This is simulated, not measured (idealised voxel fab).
You're looking at the process module voxel capacitor over wiring.
The cross-section shown here is cut; it is 180 nm wide and divided into square cells measuring 5 nm on a side.
We lay out every cross-section as a grid of square cells and spell it out in bands from the top down, where one band means one or more rows of cells.
Each band's line starts with the height of the band's top and of its bottom, in nm. Then come its materials from left to right, each with its width in nm. One material with "all across" fills the band from edge to edge. "air" is empty space.
Height reference: 0 = level under which incoming wafer is all one material. Lowest band: no bottom, runs on downward, e.g. "0 and below".
Graded width ("30 to 40"): value in top row of band = first number; value in bottom row = second number; row-to-row change constant.
Given "nothing different" for a step, no cell of the cross-section differs between before and after that step.
The entry "Closed empty spaces" lists the empty spaces that cover at least 8 cells and have no open path to the top. Each is written as width x height at distance, where the distance is measured from the left edge and all three values are in nm.
Step line, after settings: the simulator's comment on this step.
If you see "overlay nm" on a step's line and that step has a mask, it's telling you how far right of where it was planned the mask ended up; a negative number means it went left instead.
Process steps (planned):
step 1: RECEIVE | material Si
step 2: CONFORMAL_DEP | material SiO2 | thk nm 15
step 3: CONFORMAL_DEP | material SiN | thk nm 5
step 4: DIRECTIONAL_DEP | material lowk | thk nm 15
step 5: PATTERN | tone open | mask id METAL_1 | material resist | width nm 30 | pitch nm 85 | thk nm 20 | overlay nm 0
step 6: DIRECTIONAL_ETCH | etch materials lowk | depth nm 15
step 7: DIRECTIONAL_ETCH | etch materials SiN | depth nm 5
step 8: STRIP | etch materials resist
step 9: CONFORMAL_DEP | material TiN | thk nm 5
step 10: FILL_DEP | material Ru | thk nm 10
step 11: CMP | height nm 35
step 12: CONFORMAL_DEP | material SiCN | thk nm 5
step 13: DIRECTIONAL_DEP | material lowk | thk nm 15
step 14: DIRECTIONAL_DEP | material aC | thk nm 10
step 15: PATTERN | tone open | mask id PLUG_1 | material resist | width nm 15 | thk nm 25 | overlay nm 0
step 16: DIRECTIONAL_ETCH | etch materials aC | depth nm 10
step 17: STRIP | etch materials resist
step 18: DIRECTIONAL_ETCH | etch materials lowk | depth nm 15
step 19: DIRECTIONAL_ETCH | etch materials SiCN | depth nm 5
step 20: STRIP | etch materials aC
step 21: CONFORMAL_DEP | material TiN | thk nm 5
step 22: FILL_DEP | material W | thk nm 10
step 23: CMP | height nm 55
step 24: DIRECTIONAL_DEP | material TiN | thk nm 5
step 25: DIRECTIONAL_DEP | material Al2O3 | thk nm 5
step 26: DIRECTIONAL_DEP | material TiN | thk nm 10
step 27: PATTERN | tone cover | mask id UPPER_PLATE | material resist | width nm 60 | thk nm 15 | overlay nm 0
step 28: DIRECTIONAL_ETCH | etch materials TiN | depth nm 10
step 29: DIRECTIONAL_ETCH | etch materials Al2O3 | depth nm 5
step 30: STRIP | etch materials resist
step 31: MASKED_ETCH | tone cover | mask id LOWER_PLATE | width nm 70 | etch materials TiN | depth nm 5 | overlay nm 0
step 32: FILL_DEP | material SiO2 | thk nm 20
step 33: CMP | height nm 90
step 34: MASKED_ETCH | tone open | mask id PLUG_2 | width nm 15 | etch materials SiO2 | depth nm 15 | overlay nm 0
step 35: CONFORMAL_DEP | material TiN | thk nm 5
step 36: FILL_DEP | material W | thk nm 10
step 37: CMP | height nm 90
step 38: CONFORMAL_DEP | material SiN | thk nm 5
For this document, wafers share an identical start and vary in the step 15 width nm; the plan quotes the first wafer's value.
first wafer as received, after step 1:
* 0 and below  Si all across
* Closed empty spaces: none
For your reference, the table is organized with a row per wafer; each row reflects the wafer at the end of the module, indicating for each material the cells gained (+) or lost (-) since receipt, and thereafter its closed voids:
width nm 15, +12 Al2O3, +24 Ru, +33 SiCN, +60 SiN, +301 SiO2, +78 TiN, +5 W, +171 lowk, Closed empty spaces: none
width nm 20, +12 Al2O3, +24 Ru, +32 SiCN, +60 SiN, +301 SiO2, +79 TiN, +8 W, +168 lowk, Closed empty spaces: none
width nm 25, +12 Al2O3, +24 Ru, +31 SiCN, +60 SiN, +301 SiO2, +80 TiN, +11 W, +165 lowk, Closed empty spaces: none
width nm 30, +12 Al2O3, +24 Ru, +30 SiCN, +60 SiN, +301 SiO2, +81 TiN, +14 W, +162 lowk, Closed empty spaces: none
